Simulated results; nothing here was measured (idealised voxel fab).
Proc. module: voxel ribs on slabs
Cross-section cut: width 265 nm, square cells of 5 nm.
The cross-sections in this document take the form of a grid made of square cells. They are written out as bands, in order from top to bottom. Each band consists of one or more rows of cells. It is stipulated that each band's entry specify, in nanometres, the height of the top of the band and then that of its bottom, followed by the materials of the band in left-to-right sequence, each together with its width in nanometres. A single material marked by the word "throughout" is understood to fill the band from edge to edge; the word "air" is understood to denote empty space. Note: height 0 marks the level under which the wafer is uniformly one material as received. Lowest band unbounded below, written "z 0 and below". Read "30 to 40" as a graded width: first number on top, second number at the bottom, same change between each pair of neighbouring rows. Take "no alterations made" at face value: in the step it is given for, the cross-section changed in none of its cells. In "Unvented internal voids" the enclosed voids are listed, meaning empty spaces of 8 cells or larger without any opening to the top. The form is width x height at distance, distance from the left edge, units nm. That trailing text on a step's line, after the settings, is the simulator's own remark on the step. "overlay nm" denotes, for a step that has a mask, the displacement of the mask to the right of its planned place, with negative values corresponding to the left.
# plan
1,RECEIVE: material Si
2,DIRECTIONAL_DEP: material SiO2, thk nm 25
3,DIRECTIONAL_DEP: material polySi, thk nm 15
4,DIRECTIONAL_DEP: material aC, thk nm 15
5,PATTERN: tone cover, mask id RIB, material resist, width nm 20, thk nm 30, overlay nm 0
6,DIRECTIONAL_ETCH: etch materials aC, depth nm 15
7,STRIP: etch materials resist
8,DIRECTIONAL_ETCH: etch materials polySi, depth nm 5
9,STRIP: etch materials aC
10,DIRECTIONAL_DEP: material aC, thk nm 10
11,PATTERN: tone cover, mask id SLAB, material resist, width nm 50, thk nm 25, overlay nm 0
12,DIRECTIONAL_ETCH: etch materials aC, depth nm 10
13,STRIP: etch materials resist
14,DIRECTIONAL_ETCH: etch materials polySi, depth nm 10
15,STRIP: etch materials aC
16,FILL_DEP: material SiO2, thk nm 30
17,CMP: height nm 60
18,DIRECTIONAL_DEP: material W, thk nm 10
19,MASKED_ETCH: tone cover, mask id HEATER, width nm 30, etch materials W, depth nm 10, overlay nm 0
20,CONFORMAL_DEP: material SiO2, thk nm 10
# The cross-section here shows the wafer as received, i.e. in its state after step 1
* z 0 and below | Si throughout
* Unvented internal voids: none
# Cross-section at module end, one run error; start and plan unchanged from above
* z 80 to 70 | air 105  SiO2 50  air 110
* z 70 to 60 | SiO2 115  W 30  SiO2 120
* z 60 to 55 | SiO2 throughout
* z 55 to 50 | SiO2 120  polySi 20  SiO2 125
* z 50 to 40 | SiO2 105  polySi 50  SiO2 110
* z 40 to 25 | polySi throughout
* z 25 to 0 | SiO2 throughout
* z 0 and below | Si throughout
* Unvented internal voids: none
Misprocessing identified: it should be noted that step 3 of the plan was executed twice
